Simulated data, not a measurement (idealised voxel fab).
process module | voxel wiring stack
cross-section cut | 195 nm wide | cells 5 nm
A cross-section is a grid of square cells, given in bands from the top down. A band is one or more rows of cells.
Each band's line starts with the height of the band's top and of its bottom, in nm. Then come its materials from left to right, each with its width in nm. One material with "throughout" fills the band from edge to edge. "air" is empty space.
Height 0 is the level under which the wafer as received is all one material. The lowest band goes on downwards, as in "0 down".
A width such as "30 to 40" changes by the same amount from each row of cells to the next, from the band's top row to its bottom row.
"no change" after a step means that no cell of the cross-section changed.
closed voids: empty space of 8 cells or more with no open way to the top, each as width x height at its distance from the left edge, in nm
after a step's settings: what the simulator itself notes on the step
overlay nm, on a step with a mask: how far to the right of its planned place the mask lay; to the left if negative
plan
1 op RECEIVE | material Si
2 op CONFORMAL_DEP | material SiO2 | thk nm 15
3 op DIRECTIONAL_DEP | material TiN | thk nm 5
4 op DIRECTIONAL_DEP | material Ru | thk nm 15
5 op PATTERN | tone cover | mask id METAL_1 | material resist | width nm 30 | pitch nm 45 | thk nm 20 | overlay nm 0
6 op DIRECTIONAL_ETCH | etch materials Ru | depth nm 15
7 op DIRECTIONAL_ETCH | etch materials TiN | depth nm 5
8 op STRIP | etch materials resist
9 op CONFORMAL_DEP | material SiCN | thk nm 5
10 op FILL_DEP | material SiO2 | thk nm 5
11 op CMP | height nm 35
12 op CONFORMAL_DEP | material SiCN | thk nm 5
13 op DIRECTIONAL_DEP | material SiO2 | thk nm 20
14 op PATTERN | tone open | mask id PLUG_1 | material resist | width nm 15 | pitch nm 90 | thk nm 15 | overlay nm 0
15 op DIRECTIONAL_ETCH | etch materials SiO2 | depth nm 20
16 op DIRECTIONAL_ETCH | etch materials SiCN | depth nm 5
17 op STRIP | etch materials resist
18 op EPI | material Ru | thk nm 10
19 op EPI | material Ru | thk nm 10
20 op EPI | material Ru | thk nm 5
21 op DIRECTIONAL_DEP | material TiN | thk nm 5
22 op DIRECTIONAL_DEP | material Ru | thk nm 20
23 op MASKED_ETCH | tone cover | mask id METAL_2 | width nm 30 | pitch nm 45 | etch materials Ru | depth nm 20 | overlay nm 0
24 op MASKED_ETCH | tone cover | mask id METAL_2 | width nm 30 | pitch nm 45 | etch materials TiN | depth nm 5 | overlay nm 0
25 op FILL_DEP | material SiO2 | thk nm 10
26 op CMP | height nm 85
27 op CONFORMAL_DEP | material SiN | thk nm 5
first wafer, as planned
as received, after step 1
  0 down: Si throughout
  closed voids: none
after step 2
  15 to 0: SiO2 throughout
  below 0: unchanged
after step 3
  20 to 15: TiN throughout
  below 15: unchanged
after step 4
  35 to 20: Ru throughout
  below 20: unchanged
after step 5
  55 to 35: air 15 | resist 30 | air 15 | resist 30 | air 15 | resist 30 | air 15 | resist 30 | air 15
  below 35: unchanged
after step 6
  55 to 35: air 15 | resist 30 | air 15 | resist 30 | air 15 | resist 30 | air 15 | resist 30 | air 15
  35 to 20: air 15 | Ru 30 | air 15 | Ru 30 | air 15 | Ru 30 | air 15 | Ru 30 | air 15
  below 20: unchanged
after step 7
  55 to 35: air 15 | resist 30 | air 15 | resist 30 | air 15 | resist 30 | air 15 | resist 30 | air 15
  35 to 20: air 15 | Ru 30 | air 15 | Ru 30 | air 15 | Ru 30 | air 15 | Ru 30 | air 15
  20 to 15: air 15 | TiN 30 | air 15 | TiN 30 | air 15 | TiN 30 | air 15 | TiN 30 | air 15
  below 15: unchanged
after step 8
  35 to 20: air 15 | Ru 30 | air 15 | Ru 30 | air 15 | Ru 30 | air 15 | Ru 30 | air 15
  below 20: unchanged
after step 9
  40 to 35: air 10 | SiCN 40 | air 5 | SiCN 40 | air 5 | SiCN 40 | air 5 | SiCN 40 | air 10
  35 to 20: air 10 | SiCN 5 | Ru 30 | SiCN 5 | air 5 | SiCN 5 | Ru 30 | SiCN 5 | air 5 | SiCN 5 | Ru 30 | SiCN 5 | air 5 | SiCN 5 | Ru 30 | SiCN 5 | air 10
  20 to 15: SiCN 15 | TiN 30 | SiCN 15 | TiN 30 | SiCN 15 | TiN 30 | SiCN 15 | TiN 30 | SiCN 15
  below 15: unchanged
after step 10
  45 to 40: SiO2 throughout
  40 to 35: SiO2 10 | SiCN 40 | SiO2 5 | SiCN 40 | SiO2 5 | SiCN 40 | SiO2 5 | SiCN 40 | SiO2 10
  35 to 20: SiO2 10 | SiCN 5 | Ru 30 | SiCN 5 | SiO2 5 | SiCN 5 | Ru 30 | SiCN 5 | SiO2 5 | SiCN 5 | Ru 30 | SiCN 5 | SiO2 5 | SiCN 5 | Ru 30 | SiCN 5 | SiO2 10
  below 20: unchanged
after step 11
  35 to 20: SiO2 10 | SiCN 5 | Ru 30 | SiCN 5 | SiO2 5 | SiCN 5 | Ru 30 | SiCN 5 | SiO2 5 | SiCN 5 | Ru 30 | SiCN 5 | SiO2 5 | SiCN 5 | Ru 30 | SiCN 5 | SiO2 10
  below 20: unchanged
after step 12
  40 to 35: SiCN throughout
  below 35: unchanged
after step 13
  60 to 40: SiO2 throughout
  below 40: unchanged
after step 14
  75 to 60: resist 15 | air 15 | resist 75 | air 15 | resist 75
  below 60: unchanged
after step 15
  75 to 60: resist 15 | air 15 | resist 75 | air 15 | resist 75
  60 to 40: SiO2 15 | air 15 | SiO2 75 | air 15 | SiO2 75
  below 40: unchanged
after step 16
  75 to 60: resist 15 | air 15 | resist 75 | air 15 | resist 75
  60 to 40: SiO2 15 | air 15 | SiO2 75 | air 15 | SiO2 75
  40 to 35: SiCN 15 | air 15 | SiCN 75 | air 15 | SiCN 75
  below 35: unchanged
after step 17
  60 to 40: SiO2 15 | air 15 | SiO2 75 | air 15 | SiO2 75
  below 40: unchanged
after step 18
  60 to 45: SiO2 15 | air 15 | SiO2 75 | air 15 | SiO2 75
  45 to 40: SiO2 15 | Ru 15 | SiO2 75 | Ru 15 | SiO2 75
  40 to 35: SiCN 15 | Ru 15 | SiCN 75 | Ru 15 | SiCN 75
  below 35: unchanged
after step 19
  60 to 55: SiO2 15 | air 15 | SiO2 75 | air 15 | SiO2 75
  55 to 40: SiO2 15 | Ru 15 | SiO2 75 | Ru 15 | SiO2 75
  below 40: unchanged
after step 20
  60 to 40: SiO2 15 | Ru 15 | SiO2 75 | Ru 15 | SiO2 75
  below 40: unchanged
after step 21
  65 to 60: TiN throughout
  below 60: unchanged
after step 22
  85 to 65: Ru throughout
  below 65: unchanged
after step 23
  85 to 65: air 15 | Ru 30 | air 15 | Ru 30 | air 15 | Ru 30 | air 15 | Ru 30 | air 15
  below 65: unchanged
after step 24
  85 to 65: air 15 | Ru 30 | air 15 | Ru 30 | air 15 | Ru 30 | air 15 | Ru 30 | air 15
  65 to 60: air 15 | TiN 30 | air 15 | TiN 30 | air 15 | TiN 30 | air 15 | TiN 30 | air 15
  below 60: unchanged
after step 25
  95 to 85: SiO2 throughout
  85 to 65: SiO2 15 | Ru 30 | SiO2 15 | Ru 30 | SiO2 15 | Ru 30 | SiO2 15 | Ru 30 | SiO2 15
  65 to 60: SiO2 15 | TiN 30 | SiO2 15 | TiN 30 | SiO2 15 | TiN 30 | SiO2 15 | TiN 30 | SiO2 15
  below 60: unchanged
after step 26
  85 to 65: SiO2 15 | Ru 30 | SiO2 15 | Ru 30 | SiO2 15 | Ru 30 | SiO2 15 | Ru 30 | SiO2 15
  below 65: unchanged
after step 27
  90 to 85: SiN throughout
  below 85: unchanged
second wafer: like start, like plan, one mistake. Through step 21 it matches the first wafer
when step 22 should have ended
  85 to 65: SiO2 throughout
  below 65: unchanged
when step 23 should have ended: no change
when step 24 should have ended: no change
when step 25 should have ended
  95 to 65: SiO2 throughout
  below 65: unchanged
when step 26 should have ended
  85 to 65: SiO2 throughout
  below 65: unchanged
when step 27 should have ended
  90 to 85: SiN throughout
  below 85: unchanged
what went wrong: step 22 ran as: op DIRECTIONAL_DEP | material SiO2 | thk nm 20
at the end the second wafer has, in cells: 96 fewer of Ru | 81 more of SiO2 | 15 more of TiN
